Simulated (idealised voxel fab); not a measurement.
Process module in this document: voxel spacer lines
The cross-section on display is named cut; it measures 180 nm wide, and its cells are 5 nm squares.
In what follows, cross-sections appear as grids of square cells, described through bands that run from the top down, where every band is one or more rows of cells. The entry gives the band's vertical extent as a top height and a bottom height in nm, then its horizontal make-up as materials from left to right, each with a width in nm. "empty" stands for empty space; a single material marked "all across" fills the band edge to edge. Ref level 0: as-received wafer is one material below here. Bottom band extends down with no lower bound ("0 -> down"). Note: "30 to 40" means the width goes from the first number (top row of the band) to the second number (bottom row) in equal steps per row of cells. Where the words "same as before" appear for a step, the cross-section shows no cell changed by that step; every cell remained as before. "Enclosed void entries": empty spaces of 8 cells or more with no open way to the top, each given as width x height at distance, distance from the left edge, all in nm. Read whatever lies past the settings on a step's line as the simulator's own remark about the step. overlay nm, on a step with a mask: how far to the right of its planned place the mask lay; to the left if negative.
Set out below are the planned steps of the process:
1) RECEIVE, material Si
2) CONFORMAL_DEP, material Al2O3, thk nm 10
3) DIRECTIONAL_DEP, material TiN, thk nm 10
4) DIRECTIONAL_DEP, material aC, thk nm 30
5) PATTERN, tone cover, mask id MANDREL, material resist, width nm 25, pitch nm 70, thk nm 35, overlay nm -15
6) DIRECTIONAL_ETCH, etch materials aC, depth nm 30
7) STRIP, etch materials resist
8) CONFORMAL_DEP, material SiN, thk nm 10
9) DIRECTIONAL_ETCH, etch materials SiN, depth nm 10
10) STRIP, etch materials aC
11) DIRECTIONAL_ETCH, etch materials TiN, depth nm 10
12) STRIP, etch materials SiN
13) FILL_DEP, material lowk, thk nm 10
14) CMP, height nm 20
Don't read the plan's overlay nm for step 5 as applying to every wafer: that's the first wafer's value, and the wafers differ in it, though they all start identical.
The first of several wafers in cross-section, exactly as it reached us after step 1:
- 0 -> down: Si all across
- Enclosed void entries: none
Cross-section, first of several wafers, end of module, after last step 14:
- 20 -> 10: lowk 15 | TiN 10 | lowk 25 | TiN 10 | lowk 25 | TiN 10 | lowk 25 | TiN 10 | lowk 50
- 10 -> 0: Al2O3 all across
- 0 -> down: Si all across
- Enclosed void entries: none
Cross-section of the final wafer among several, taken at the end of the module:
- 20 -> 10: lowk 45 | TiN 10 | lowk 25 | TiN 10 | lowk 25 | TiN 10 | lowk 25 | TiN 10 | lowk 20
- 10 -> 0: Al2O3 all across
- 0 -> down: Si all across
- Enclosed void entries: none
Here is how to read the rows: every wafer has a row, and it shows the wafer at the end of the module, giving for each material how many cells were gained (+) or lost (-) since the wafer was received, then listing its closed voids:
overlay nm -15 | +72 Al2O3 | +16 TiN | +56 lowk | Enclosed void entries: none
overlay nm -10 | +72 Al2O3 | +16 TiN | +56 lowk | Enclosed void entries: none
overlay nm -5 | +72 Al2O3 | +16 TiN | +56 lowk | Enclosed void entries: none
overlay nm 0 | +72 Al2O3 | +16 TiN | +56 lowk | Enclosed void entries: none
overlay nm 5 | +72 Al2O3 | +16 TiN | +56 lowk | Enclosed void entries: none
overlay nm 10 | +72 Al2O3 | +16 TiN | +56 lowk | Enclosed void entries: none
overlay nm 15 | +72 Al2O3 | +16 TiN | +56 lowk | Enclosed void entries: none
